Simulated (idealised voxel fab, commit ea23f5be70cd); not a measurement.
process module | voxel tone inversion
cross-section cut | 225 nm wide | cells 5 nm
A cross-section is a grid of square cells, given in bands from the top down. A band is one or more rows of cells.
Each band's line starts with the height of the band's top and of its bottom, in nm. Then come its materials from left to right, each with its width in nm. One material with "throughout" fills the band from edge to edge. "air" is empty space.
Height 0 is the level under which the wafer as received is all one material. The lowest band goes on downwards, as in "0 down".
A width such as "30 to 40" changes by the same amount from each row of cells to the next, from the band's top row to its bottom row.
"no change" after a step means that no cell of the cross-section changed.
closed voids: empty space of 8 cells or more with no open way to the top, each as width x height at its distance from the left edge, in nm
after a step's settings: what the simulator itself notes on the step
overlay nm, on a step with a mask: how far to the right of its planned place the mask lay; to the left if negative
plan
1 op RECEIVE | material Si
2 op CONFORMAL_DEP | material SiN | thk nm 5
3 op DIRECTIONAL_DEP | material polySi | thk nm 20
4 op PATTERN | tone cover | mask id POSTS | material resist | width nm 25 | pitch nm 40 | thk nm 30 | overlay nm 0
5 op DIRECTIONAL_ETCH | etch materials polySi | depth nm 20
6 op STRIP | etch materials resist
7 op FILL_DEP | material lowk | thk nm 10
8 op CMP | height nm 15
9 op STRIP | etch materials polySi
varied across the wafers: height nm of step 8. The plan shows the first wafer's value. All wafers start alike
first wafer as received, after step 1
  0 down: Si throughout
  closed voids: none
first wafer at the end, after step 9
  15 to 5: lowk 40 | air 25 | lowk 15 | air 25 | lowk 15 | air 25 | lowk 15 | air 25 | lowk 40
  5 to 0: SiN throughout
  0 down: Si throughout
  closed voids: none
last wafer at the end
  35 to 25: lowk throughout
  25 to 5: lowk 40 | polySi 25 | lowk 15 | polySi 25 | lowk 15 | polySi 25 | lowk 15 | polySi 25 | lowk 40
  5 to 0: SiN throughout
  0 down: Si throughout
  closed voids: none
each wafer at the end: cells of each material gained (+) or lost (-) since it was received, then its closed voids
height nm 15 | +45 SiN | +50 lowk | closed voids: none
height nm 20 | +45 SiN | +75 lowk | closed voids: none
height nm 25 | +45 SiN | +100 lowk | closed voids: none
height nm 30 | +45 SiN | +145 lowk | +80 polySi | closed voids: none
height nm 35 | +45 SiN | +190 lowk | +80 polySi | closed voids: none
